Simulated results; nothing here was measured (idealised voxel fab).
process module | voxel capacitor over wiring
cross-section cut | 205 nm wide | cells 5 nm
A cross-section is a grid of square cells, given in bands from the top down. A band is one or more rows of cells.
Each band's line starts with the height of the band's top and of its bottom, in nm. Then come its materials from left to right, each with its width in nm. One material with "throughout" fills the band from edge to edge. "air" is empty space.
Height 0 is the level under which the wafer as received is all one material. The lowest band goes on downwards, as in "0 down".
A width such as "30 to 40" changes by the same amount from each row of cells to the next, from the band's top row to its bottom row.
"no change" after a step means that no cell of the cross-section changed.
closed voids: empty space of 8 cells or more with no open way to the top, each as width x height at its distance from the left edge, in nm
after a step's settings: what the simulator itself notes on the step
overlay nm, on a step with a mask: how far to the right of its planned place the mask lay; to the left if negative
plan
1 op RECEIVE | material Si
2 op CONFORMAL_DEP | material SiO2 | thk nm 10
3 op CONFORMAL_DEP | material SiCN | thk nm 5
4 op DIRECTIONAL_DEP | material lowk | thk nm 25
5 op MASKED_ETCH | tone open | mask id METAL_1 | width nm 25 | pitch nm 90 | etch materials lowk | depth nm 25 | overlay nm 0
6 op MASKED_ETCH | tone open | mask id METAL_1 | width nm 15 | pitch nm 90 | etch materials SiCN | depth nm 5 | overlay nm 0
7 op CONFORMAL_DEP | material TiN | thk nm 5
8 op FILL_DEP | material Cu | thk nm 5
9 op CMP | height nm 40
10 op CONFORMAL_DEP | material SiCN | thk nm 5
11 op DIRECTIONAL_DEP | material lowk | thk nm 10
12 op MASKED_ETCH | tone open | mask id PLUG_1 | width nm 15 | etch materials lowk | depth nm 10 | overlay nm 0
13 op MASKED_ETCH | tone open | mask id PLUG_1 | width nm 15 | etch materials SiCN | depth nm 5 | overlay nm 0
14 op CONFORMAL_DEP | material TiN | thk nm 5
15 op FILL_DEP | material Ru | thk nm 5
16 op CMP | height nm 55
17 op DIRECTIONAL_DEP | material TiN | thk nm 10
18 op DIRECTIONAL_DEP | material SiN | thk nm 5
19 op DIRECTIONAL_DEP | material TiN | thk nm 10
20 op PATTERN | tone cover | mask id UPPER_PLATE | material resist | width nm 70 | thk nm 15 | overlay nm 0
21 op DIRECTIONAL_ETCH | etch materials TiN | depth nm 10
22 op DIRECTIONAL_ETCH | etch materials SiN | depth nm 5
23 op STRIP | etch materials resist
24 op PATTERN | tone cover | mask id LOWER_PLATE | material resist | width nm 80 | thk nm 20 | overlay nm 0
25 op DIRECTIONAL_ETCH | etch materials TiN | depth nm 10
26 op STRIP | etch materials resist
27 op FILL_DEP | material SiO2 | thk nm 20
28 op CMP | height nm 95
29 op PATTERN | tone open | mask id PLUG_2 | material resist | width nm 15 | thk nm 20 | overlay nm 0
30 op DIRECTIONAL_ETCH | etch materials SiO2 | depth nm 15
31 op STRIP | etch materials resist
32 op CONFORMAL_DEP | material TiN | thk nm 5
33 op FILL_DEP | material Ru | thk nm 10
34 op CMP | height nm 95
35 op CONFORMAL_DEP | material SiN | thk nm 5
varied across the wafers: width nm of step 6. The plan shows the first wafer's value. All wafers start alike
first wafer as received, after step 1
  0 down: Si throughout
  closed voids: none
first wafer at the end, after step 35
  100 to 95: SiN throughout
  95 to 85: SiO2 65 | TiN 5 | Ru 5 | TiN 5 | SiO2 125
  85 to 80: SiO2 65 | TiN 15 | SiO2 125
  80 to 70: SiO2 55 | TiN 70 | SiO2 80
  70 to 65: SiO2 55 | SiN 70 | SiO2 80
  65 to 55: SiO2 50 | TiN 80 | SiO2 75
  55 to 45: lowk 55 | TiN 5 | Ru 5 | TiN 5 | lowk 135
  45 to 40: SiCN 55 | TiN 15 | SiCN 135
  40 to 20: lowk 45 | TiN 5 | Cu 15 | TiN 5 | lowk 65 | TiN 5 | Cu 15 | TiN 5 | lowk 45
  20 to 15: lowk 45 | TiN 10 | Cu 5 | TiN 10 | lowk 65 | TiN 10 | Cu 5 | TiN 10 | lowk 45
  15 to 10: SiCN 50 | TiN 15 | SiCN 75 | TiN 15 | SiCN 50
  10 to 0: SiO2 throughout
  0 down: Si throughout
  closed voids: none
last wafer at the end
  100 to 95: SiN throughout
  95 to 85: SiO2 65 | TiN 5 | Ru 5 | TiN 5 | SiO2 125
  85 to 80: SiO2 65 | TiN 15 | SiO2 125
  80 to 70: SiO2 55 | TiN 70 | SiO2 80
  70 to 65: SiO2 55 | SiN 70 | SiO2 80
  65 to 55: SiO2 50 | TiN 80 | SiO2 75
  55 to 45: lowk 55 | TiN 5 | Ru 5 | TiN 5 | lowk 135
  45 to 40: SiCN 55 | TiN 15 | SiCN 135
  40 to 15: lowk 45 | TiN 5 | Cu 15 | TiN 5 | lowk 65 | TiN 5 | Cu 15 | TiN 5 | lowk 45
  15 to 10: SiCN 45 | TiN 25 | SiCN 65 | TiN 25 | SiCN 45
  10 to 0: SiO2 throughout
  0 down: Si throughout
  closed voids: none
each wafer at the end: cells of each material gained (+) or lost (-) since it was received, then its closed voids
width nm 15 | +26 Cu | +4 Ru | +73 SiCN | +55 SiN | +327 SiO2 | +104 TiN | +231 lowk | closed voids: none
width nm 20 | +28 Cu | +4 Ru | +71 SiCN | +55 SiN | +327 SiO2 | +104 TiN | +231 lowk | closed voids: none
width nm 25 | +30 Cu | +4 Ru | +69 SiCN | +55 SiN | +327 SiO2 | +104 TiN | +231 lowk | closed voids: none
width nm 30 | +30 Cu | +4 Ru | +69 SiCN | +55 SiN | +327 SiO2 | +104 TiN | +231 lowk | closed voids: none
width nm 35 | +30 Cu | +4 Ru | +69 SiCN | +55 SiN | +327 SiO2 | +104 TiN | +231 lowk | closed voids: none
width nm 40 | +30 Cu | +4 Ru | +69 SiCN | +55 SiN | +327 SiO2 | +104 TiN | +231 lowk | closed voids: none
